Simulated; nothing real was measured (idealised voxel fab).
Process module heading - voxel wiring stack
The width of the displayed cross-section, cut, is 240 nm; its cells are square, with a size of 5 nm.
If you're reading a cross-section in this doc, picture square cells in a grid; it comes to you as bands, top ones listed first down to the bottom, and a band can be one or more rows of cells.
This entry defines a band. It first specifies the height of the band's top and the height of its bottom in nm, and then specifies the band's materials from left to right, stating each material with its width in nm. The word "edge to edge" identifies a single material that fills the band from edge to edge, while the word "blank" identifies empty space.
Where do heights start? At 0: under that level the wafer as delivered is made of one material only. And the lowest band has no floor; it just carries on downward, as in "z 0 and below".
The notation "30 to 40" denotes a width that varies across the rows of cells in the band, beginning at the first number in the top row, finishing at the second number in the bottom row, and changing by an identical amount from each row to the next.
"nothing different" -> step changed no cross-section cell.
The entry titled "Trapped void list" provides the empty spaces that have no open way to the top, restricted to those of 8 cells or more. Each is presented as width x height at distance, the distance being measured from the left edge, with all three in nm.
Anything after a step's settings on that line? It's the simulator's own note about the step.
A step line may carry the setting "overlay nm", which, for steps involving a mask, states the distance by which the mask lay to the right of its intended position; negative values denote displacement to the left.
Process steps foreseen in the plan
step 1: RECEIVE | material Si
step 2: CONFORMAL_DEP | material SiO2 | thk nm 15
step 3: DIRECTIONAL_DEP | material TiN | thk nm 5
step 4: DIRECTIONAL_DEP | material Ru | thk nm 20
step 5: MASKED_ETCH | tone cover | mask id METAL_1 | width nm 15 | pitch nm 40 | etch materials Ru | depth nm 20 | overlay nm 0
step 6: MASKED_ETCH | tone cover | mask id METAL_1 | width nm 25 | pitch nm 40 | etch materials TiN | depth nm 5 | overlay nm 0
step 7: FILL_DEP | material SiO2 | thk nm 5
step 8: CMP | height nm 40
step 9: CONFORMAL_DEP | material SiCN | thk nm 5
step 10: DIRECTIONAL_DEP | material lowk | thk nm 15
step 11: MASKED_ETCH | tone open | mask id PLUG_1 | width nm 15 | pitch nm 40 | etch materials lowk | depth nm 15 | overlay nm 0
step 12: MASKED_ETCH | tone open | mask id PLUG_1 | width nm 15 | pitch nm 40 | etch materials SiCN | depth nm 5 | overlay nm 0
step 13: EPI | material Ru | thk nm 10
step 14: EPI | material Ru | thk nm 10
step 15: CONFORMAL_DEP | material SiN | thk nm 5
step 16: DIRECTIONAL_DEP | material SiO2 | thk nm 15
step 17: DIRECTIONAL_DEP | material aC | thk nm 15
step 18: PATTERN | tone open | mask id METAL_2 | material resist | width nm 25 | pitch nm 40 | thk nm 30 | overlay nm 0
step 19: DIRECTIONAL_ETCH | etch materials aC | depth nm 15
step 20: STRIP | etch materials resist
step 21: DIRECTIONAL_ETCH | etch materials SiO2 | depth nm 15
step 22: DIRECTIONAL_ETCH | etch materials SiN | depth nm 5
step 23: STRIP | etch materials aC
step 24: CONFORMAL_DEP | material TiN | thk nm 5
step 25: FILL_DEP | material Cu | thk nm 5
step 26: CMP | height nm 80
step 27: CONFORMAL_DEP | material SiCN | thk nm 5
step 28: DIRECTIONAL_DEP | material SiO2 | thk nm 25
step 29: MASKED_ETCH | tone open | mask id METAL_3_HOLES | width nm 15 | etch materials SiO2 | depth nm 25 | overlay nm 0
step 30: DIRECTIONAL_DEP | material aC | thk nm 15
step 31: PATTERN | tone open | mask id METAL_3 | material resist | width nm 25 | pitch nm 40 | thk nm 30 | overlay nm 0
step 32: DIRECTIONAL_ETCH | etch materials aC | depth nm 15
step 33: STRIP | etch materials resist
step 34: DIRECTIONAL_ETCH | etch materials SiO2 | depth nm 15
step 35: DIRECTIONAL_ETCH | etch materials SiCN | depth nm 5
step 36: STRIP | etch materials aC
step 37: CONFORMAL_DEP | material TiN | thk nm 5
step 38: FILL_DEP | material Ru | thk nm 10
step 39: CMP | height nm 110
step 40: CONFORMAL_DEP | material SiCN | thk nm 5
step 41: DIRECTIONAL_DEP | material SiO2 | thk nm 30
step 42: PATTERN | tone open | mask id METAL_4 | material resist | width nm 25 | pitch nm 40 | thk nm 20 | overlay nm 0
step 43: DIRECTIONAL_ETCH | etch materials SiO2 | depth nm 20
step 44: STRIP | etch materials resist
step 45: MASKED_ETCH | tone open | mask id METAL_4_HOLES | width nm 15 | pitch nm 40 | etch materials SiO2 | depth nm 10 | overlay nm 0
step 46: MASKED_ETCH | tone open | mask id METAL_4_HOLES | width nm 15 | pitch nm 40 | etch materials SiCN | depth nm 5 | overlay nm 0
step 47: CONFORMAL_DEP | material TiN | thk nm 5
step 48: FILL_DEP | material Cu | thk nm 5
step 49: CMP | height nm 145
step 50: CONFORMAL_DEP | material SiN | thk nm 5
Every wafer here starts from the same state; it is the step 5 width nm that distinguishes them, and the value the plan gives belongs to the first wafer.
First of several wafers (as received, post step 1), cross-sectional view
* z 0 and below: Si edge to edge
* Trapped void list: none
Post step 50, the closing step of the module: first of several wafers, cross-sectioned
* z 150 to 145: SiN edge to edge
* z 145 to 130: SiO2: 85 / TiN: 5 / Cu: 15 / TiN: 5 / SiO2: 15 / TiN: 5 / Cu: 15 / TiN: 5 / SiO2: 90
* z 130 to 125: SiO2: 85 / TiN: 5 / Cu: 5 / TiN: 15 / SiO2: 15 / TiN: 5 / Cu: 5 / TiN: 15 / SiO2: 90
* z 125 to 115: SiO2: 85 / TiN: 5 / Cu: 5 / TiN: 5 / SiO2: 25 / TiN: 5 / Cu: 5 / TiN: 5 / SiO2: 100
* z 115 to 110: SiCN: 85 / TiN: 15 / SiCN: 25 / TiN: 15 / SiCN: 100
* z 110 to 100: SiO2: 85 / TiN: 5 / Ru: 15 / TiN: 5 / SiO2: 15 / TiN: 5 / Ru: 15 / TiN: 5 / SiO2: 90
* z 100 to 95: SiO2: 85 / TiN: 5 / Ru: 5 / TiN: 15 / SiO2: 15 / TiN: 25 / SiO2: 90
* z 95 to 85: SiO2: 85 / TiN: 5 / Ru: 5 / TiN: 5 / SiO2: 140
* z 85 to 80: SiCN: 85 / TiN: 15 / SiCN: 140
* z 80 to 65: SiO2: 85 / TiN: 5 / Cu: 15 / TiN: 5 / SiO2: 15 / TiN: 5 / Cu: 15 / TiN: 5 / SiO2: 90
* z 65 to 60: SiN: 85 / TiN: 25 / SiN: 15 / TiN: 25 / SiN: 90
* z 60 to 45: lowk: 85 / Ru: 15 / lowk: 25 / Ru: 15 / lowk: 100
* z 45 to 40: SiCN: 85 / Ru: 15 / SiCN: 25 / Ru: 15 / SiCN: 100
* z 40 to 20: SiO2: 90 / Ru: 15 / SiO2: 25 / Ru: 15 / SiO2: 95
* z 20 to 15: SiO2: 85 / TiN: 25 / SiO2: 15 / TiN: 25 / SiO2: 90
* z 15 to 0: SiO2 edge to edge
* z 0 and below: Si edge to edge
* Trapped void list: none
Last wafer at the end
* z 150 to 145: SiN edge to edge
* z 145 to 130: SiO2: 85 / TiN: 5 / Cu: 15 / TiN: 5 / SiO2: 15 / TiN: 5 / Cu: 15 / TiN: 5 / SiO2: 90
* z 130 to 125: SiO2: 85 / TiN: 5 / Cu: 5 / TiN: 15 / SiO2: 15 / TiN: 5 / Cu: 5 / TiN: 15 / SiO2: 90
* z 125 to 115: SiO2: 85 / TiN: 5 / Cu: 5 / TiN: 5 / SiO2: 25 / TiN: 5 / Cu: 5 / TiN: 5 / SiO2: 100
* z 115 to 110: SiCN: 85 / TiN: 15 / SiCN: 25 / TiN: 15 / SiCN: 100
* z 110 to 100: SiO2: 85 / TiN: 5 / Ru: 15 / TiN: 5 / SiO2: 15 / TiN: 5 / Ru: 15 / TiN: 5 / SiO2: 90
* z 100 to 95: SiO2: 85 / TiN: 5 / Ru: 5 / TiN: 15 / SiO2: 15 / TiN: 25 / SiO2: 90
* z 95 to 85: SiO2: 85 / TiN: 5 / Ru: 5 / TiN: 5 / SiO2: 140
* z 85 to 80: SiCN: 85 / TiN: 15 / SiCN: 140
* z 80 to 65: SiO2: 85 / TiN: 5 / Cu: 15 / TiN: 5 / SiO2: 15 / TiN: 5 / Cu: 15 / TiN: 5 / SiO2: 90
* z 65 to 60: SiN: 85 / TiN: 25 / SiN: 15 / TiN: 25 / SiN: 90
* z 60 to 45: lowk: 85 / Ru: 15 / lowk: 25 / Ru: 15 / lowk: 100
* z 45 to 40: SiCN: 85 / Ru: 15 / SiCN: 25 / Ru: 15 / SiCN: 100
* z 40 to 20: SiO2: 85 / Ru: 25 / SiO2: 15 / Ru: 25 / SiO2: 90
* z 20 to 15: SiO2: 85 / TiN: 25 / SiO2: 15 / TiN: 25 / SiO2: 90
* z 15 to 0: SiO2 edge to edge
* z 0 and below: Si edge to edge
* Trapped void list: none
Wafer rows, end of module: cells per material gained (+) or lost (-) since receipt; closed voids last
width nm 15 | +42 Cu | +63 Ru | +129 SiCN | +86 SiN | +904 SiO2 | +90 TiN | +126 lowk | Trapped void list: none
width nm 20 | +42 Cu | +71 Ru | +129 SiCN | +86 SiN | +896 SiO2 | +90 TiN | +126 lowk | Trapped void list: none
width nm 25 | +42 Cu | +79 Ru | +129 SiCN | +86 SiN | +888 SiO2 | +90 TiN | +126 lowk | Trapped void list: none
